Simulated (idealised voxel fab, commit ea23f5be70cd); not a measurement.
process module | voxel lift off
cross-section cut | 285 nm wide | cells 5 nm
A cross-section is a grid of square cells, given in bands from the top down. A band is one or more rows of cells.
Each band's line starts with the height of the band's top and of its bottom, in nm. Then come its materials from left to right, each with its width in nm. One material with "throughout" fills the band from edge to edge. "air" is empty space.
Height 0 is the level under which the wafer as received is all one material. The lowest band goes on downwards, as in "0 down".
A width such as "30 to 40" changes by the same amount from each row of cells to the next, from the band's top row to its bottom row.
"no change" after a step means that no cell of the cross-section changed.
closed voids: empty space of 8 cells or more with no open way to the top, each as width x height at its distance from the left edge, in nm
after a step's settings: what the simulator itself notes on the step
overlay nm, on a step with a mask: how far to the right of its planned place the mask lay; to the left if negative
plan
1 op RECEIVE | material Si
2 op CONFORMAL_DEP | material SiO2 | thk nm 15
3 op PATTERN | tone open | mask id LINES | material resist | width nm 20 | pitch nm 35 | thk nm 30 | overlay nm 0
4 op DIRECTIONAL_DEP | material Ru | thk nm 15
5 op STRIP | etch materials resist
6 op CONFORMAL_DEP | material SiN | thk nm 10
as received, after step 1
  0 down: Si throughout
  closed voids: none
a wafer at the end: this start, this plan, one mistake
  40 to 30: SiN throughout
  30 to 15: Ru 95 | SiN 20 | Ru 15 | SiN 20 | Ru 15 | SiN 20 | Ru 100
  15 to 0: SiO2 throughout
  0 down: Si throughout
  closed voids: none
what went wrong: step 3 ran as: op PATTERN | tone cover | mask id LINES | material resist | width nm 20 | pitch nm 35 | thk nm 30 | overlay nm 0
